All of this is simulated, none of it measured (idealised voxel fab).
process module | voxel ribs on slabs
cross-section cut | 270 nm wide | cells 5 nm
A cross-section is a grid of square cells, given in bands from the top down. A band is one or more rows of cells.
Each band's line starts with the height of the band's top and of its bottom, in nm. Then come its materials from left to right, each with its width in nm. One material with "throughout" fills the band from edge to edge. "air" is empty space.
Height 0 is the level under which the wafer as received is all one material. The lowest band goes on downwards, as in "0 down".
A width such as "30 to 40" changes by the same amount from each row of cells to the next, from the band's top row to its bottom row.
"no change" after a step means that no cell of the cross-section changed.
closed voids: empty space of 8 cells or more with no open way to the top, each as width x height at its distance from the left edge, in nm
after a step's settings: what the simulator itself notes on the step
overlay nm, on a step with a mask: how far to the right of its planned place the mask lay; to the left if negative
plan
1 op RECEIVE | material Si
2 op DIRECTIONAL_DEP | material SiO2 | thk nm 30
3 op DIRECTIONAL_DEP | material SiN | thk nm 20
4 op DIRECTIONAL_DEP | material aC | thk nm 10
5 op PATTERN | tone cover | mask id RIB | material resist | width nm 15 | thk nm 30 | overlay nm 0
6 op DIRECTIONAL_ETCH | etch materials aC | depth nm 10
7 op STRIP | etch materials resist
8 op DIRECTIONAL_ETCH | etch materials SiN | depth nm 15
9 op STRIP | etch materials aC
10 op MASKED_ETCH | tone cover | mask id SLAB | width nm 75 | etch materials SiN | depth nm 5 | overlay nm 0
11 op FILL_DEP | material SiO2 | thk nm 25
12 op CMP | height nm 70
13 op DIRECTIONAL_DEP | material W | thk nm 5
14 op MASKED_ETCH | tone cover | mask id HEATER | width nm 25 | etch materials W | depth nm 5 | overlay nm 0
15 op CONFORMAL_DEP | material SiO2 | thk nm 5
as received, after step 1
  0 down: Si throughout
  closed voids: none
a wafer at the end: this start, this plan, one mistake
  80 to 75: air 115 | SiO2 35 | air 120
  75 to 70: SiO2 120 | W 25 | SiO2 125
  70 to 60: SiO2 125 to 95 | SiN 15 to 75 | SiO2 130 to 100
  60 to 0: SiO2 throughout
  0 down: Si throughout
  closed voids: none
what went wrong: step 2 was run twice
